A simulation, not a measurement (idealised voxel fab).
The process module that follows is named voxel double patterning.
It is cross-section cut that appears here, measuring 290 nm in width, its square cells being 5 nm in size.
Notation: cross-section as square-cell grid; stated in bands, top first, going down; one or more cell rows per band. Top, bottom (nm), then materials left to right with widths (nm); lone material tagged "throughout" fills the whole band edge to edge; "air" = empty space. The reference from which all heights are counted is 0, the level beneath which the as-received wafer is entirely one material; the lowest band, having no lower bound, proceeds downward and is written after the example "0 down". A width such as "30->40" changes by the same amount from each row of cells to the next, from the band's top row to its bottom row. Given "nothing got changed" for a step, no cell of the cross-section differs between before and after that step. In "Closed void roster" the enclosed voids are listed, meaning empty spaces of 8 cells or larger without any opening to the top. The form is width x height at distance, distance from the left edge, units nm. That trailing text on a step's line, after the settings, is the simulator's own remark on the step. Regarding "overlay nm": on a step with a mask, it is the distance the mask lay to the right of its planned place; a negative value places it to the left.
This section lists the process steps that were planned:
1,RECEIVE: material Si
2,CONFORMAL_DEP: material SiO2, thk nm 10
3,DIRECTIONAL_DEP: material TiN, thk nm 10
4,DIRECTIONAL_DEP: material SiN, thk nm 10
5,DIRECTIONAL_DEP: material aC, thk nm 15
6,PATTERN: tone open, mask id FIRST, material resist, width nm 15, pitch nm 50, thk nm 30, overlay nm 0
7,DIRECTIONAL_ETCH: etch materials aC, depth nm 15
8,STRIP: etch materials resist
9,DIRECTIONAL_ETCH: etch materials SiN, depth nm 10
10,STRIP: etch materials aC
11,PATTERN: tone open, mask id SECOND, material resist, width nm 15, thk nm 20, overlay nm 0
12,DIRECTIONAL_ETCH: etch materials SiN, depth nm 10
13,STRIP: etch materials resist
14,DIRECTIONAL_ETCH: etch materials TiN, depth nm 10
15,STRIP: etch materials SiN
Received-state cross-section, reflecting completion of step 1:
  0 down  Si throughout
  Closed void roster: none
Here's the wafer cut in cross-section after the module, started and planned just like above, except one thing was done wrong in the run:
  20 to 10  air 135 nm, TiN 15 nm, air 140 nm
  10 to 0  SiO2 throughout
  0 down  Si throughout
  Closed void roster: none
Where did the run depart from the plan? it should be noted that step 11 was executed with settings other than those planned, the operation and settings actually applied being PATTERN: tone cover, mask id SECOND, material resist, width nm 15, thk nm 20, overlay nm 0
